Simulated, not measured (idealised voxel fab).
Documented hereafter: the process module known as voxel self aligned contacts.
In the cross-section labelled cut, the width is 150 nm and each square cell is 5 nm.
Cross-section spec: square-cell grid; bands listed top down; each band is one or more rows. It is stipulated that each band's entry specify, in nanometres, the height of the top of the band and then that of its bottom, followed by the materials of the band in left-to-right sequence, each together with its width in nanometres. A single material marked by the word "edge to edge" is understood to fill the band from edge to edge; the word "empty" is understood to denote empty space. The level at which height equals 0 is the one under which the wafer, as it arrives, is entirely one material. No lower edge exists for the bottom band, which continues downward and is notated as in "0..down". Width: "30..40" (first number = top row, second number = bottom row, same change from row to row of cells). Any step labelled "stayed the same" changed none of the cells in the cross-section. Empty spaces without an open route to the top, at least 8 cells in extent, make up the entry "Catalogued sealed voids"; each is given as width x height at distance, where the distance is measured from the left edge, and all are in nm. Text after the settings on a step's line: the simulator's own remark on that step. Each step line may optionally specify "overlay nm", which for a step with a mask gives the rightward distance between the mask's planned place and where it lay, a negative value indicating the leftward direction.
So here's the lineup of process steps we planned:
1 RECEIVE with material Si
2 OXIDIZE with depth nm 5
3 DIRECTIONAL_DEP with material polySi, thk nm 20
4 DIRECTIONAL_DEP with material SiN, thk nm 20
5 MASKED_ETCH with tone cover, mask id GATE, width nm 35, pitch nm 80, etch materials SiN, depth nm 20, overlay nm 0
6 MASKED_ETCH with tone cover, mask id GATE, width nm 35, pitch nm 80, etch materials polySi, depth nm 20, overlay nm 0
7 CONFORMAL_DEP with material SiN, thk nm 10
8 DIRECTIONAL_ETCH with etch materials SiN, depth nm 10
9 FILL_DEP with material SiO2, thk nm 10
10 CMP with height nm 45
11 DIRECTIONAL_DEP with material aC, thk nm 10
12 PATTERN with tone open, mask id CONTACT, material resist, width nm 65, thk nm 30, overlay nm 0
13 DIRECTIONAL_ETCH with etch materials aC, depth nm 10
14 STRIP with etch materials resist
15 DIRECTIONAL_ETCH with etch materials SiO2, depth nm 50
16 STRIP with etch materials aC
17 CONFORMAL_DEP with material TiN, thk nm 5
18 FILL_DEP with material W, thk nm 10
19 CMP with height nm 45
20 CONFORMAL_DEP with material SiN, thk nm 5
Cross-sectional view of the wafer in its as-received condition, corresponding to the state after step 1:
- 0..down = Si edge to edge
- Catalogued sealed voids: none
Here's the wafer cut in cross-section after the module, started and planned just like above, except one thing was done wrong in the run:
- 50..45 = SiN edge to edge
- 45..40 = 40 nm SiO2; 25 nm TiN; 15 nm W; 25 nm TiN; 45 nm SiO2
- 40..35 = 5 nm SiO2; 55 nm SiN; 5 nm TiN; 15 nm W; 5 nm TiN; 55 nm SiN; 10 nm SiO2
- 35..30 = 5 nm SiO2; 55 nm SiN; 25 nm TiN; 55 nm SiN; 10 nm SiO2
- 30..20 = SiN edge to edge
- 20..0 = polySi edge to edge
- 0..-5 = SiO2 edge to edge
- -5..down = Si edge to edge
- Catalogued sealed voids: none
It is concluded that the wafer was processed incorrectly with respect to the plan, in that step 5 did not use the planned setting and instead ran as MASKED_ETCH with tone cover, mask id GATE, width nm 35, pitch nm 80, etch materials SiN, depth nm 10, overlay nm 0
